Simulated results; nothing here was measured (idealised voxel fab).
Process module heading - voxel quadruple lines
This is section cut - it's 230 nm across, gridded in 5 nm square cells.
Think of the cross-section as a grid of square cells. We describe it in bands, top to bottom, and each band covers one or more rows of those cells.
What a band's entry tells you: where the top is and where the bottom is, as heights in nm, and after that what lies inside, material by material from left to right, each with its width in nm. Empty space is written as the word "air", and a single material marked with the word "all across" occupies the band from edge to edge.
Height datum 0, below which the as-received substrate wafer is one material. Lowest band open at the bottom, running downward: "from 0 down".
The expression "30->40" gives the width at the extremes of the band, the first number at its top row of cells and the second at its bottom row, with the width changing by equal amounts from each row to the next in between.
Any step labelled "no modifications" changed none of the cells in the cross-section.
Heads up: "Cavities, sealed" only lists the empty pockets with no open path to the top that are 8 cells or more, and it writes them as width x height at distance, distance from the left edge, in nm.
On a step's line, text after the settings is the simulator commenting on that step.
Regarding "overlay nm": on a step with a mask, it is the distance the mask lay to the right of its planned place; a negative value places it to the left.

LISTED BELOW ARE THE PROCESS STEPS AS PLANNED
1) RECEIVE with material Si
2) CONFORMAL_DEP with material SiO2, thk nm 5
3) DIRECTIONAL_DEP with material W, thk nm 15
4) DIRECTIONAL_DEP with material polySi, thk nm 20
5) DIRECTIONAL_DEP with material aC, thk nm 20
6) PATTERN with tone cover, mask id MANDREL, material resist, width nm 30, pitch nm 80, thk nm 25, overlay nm 0
7) DIRECTIONAL_ETCH with etch materials aC, depth nm 20
8) STRIP with etch materials resist
9) CONFORMAL_DEP with material SiO2, thk nm 10
10) DIRECTIONAL_ETCH with etch materials SiO2, depth nm 10
11) STRIP with etch materials aC
12) DIRECTIONAL_ETCH with etch materials polySi, depth nm 20
13) STRIP with etch materials SiO2
14) CONFORMAL_DEP with material SiCN, thk nm 10
15) DIRECTIONAL_ETCH with etch materials SiCN, depth nm 10
16) STRIP with etch materials polySi
17) DIRECTIONAL_ETCH with etch materials W, depth nm 15
18) STRIP with etch materials SiCN
19) FILL_DEP with material SiO2, thk nm 5
20) CMP with height nm 20

CROSS-SECTION OF THE WAFER AS IT CAME TO US, I.E., ALREADY THROUGH STEP 1
  from 0 down  Si all across
  Cavities, sealed: none

THIS IS HOW THE WAFER LOOKS IN CROSS-SECTION ONCE THE MODULE IS DONE, GIVEN THE STARTING STATE AND PLAN ABOVE AND ONE MISTAKE IN CARRYING THE PLAN OUT
  from 20 to 15  SiO2 all across
  from 15 to 0  40 SiO2 / 10 W / 10 SiO2 / 10 W / 10 SiO2 / 10 W / 10 SiO2 / 10 W / 10 SiO2 / 10 W / 10 SiO2 / 10 W / 10 SiO2 / 10 W / 10 SiO2 / 10 W / 40 SiO2
  from 0 down  Si all across
  Cavities, sealed: none
Heads up, the wafer didn't run the way we planned it: the plan's step 2 went unexecuted, having been skipped
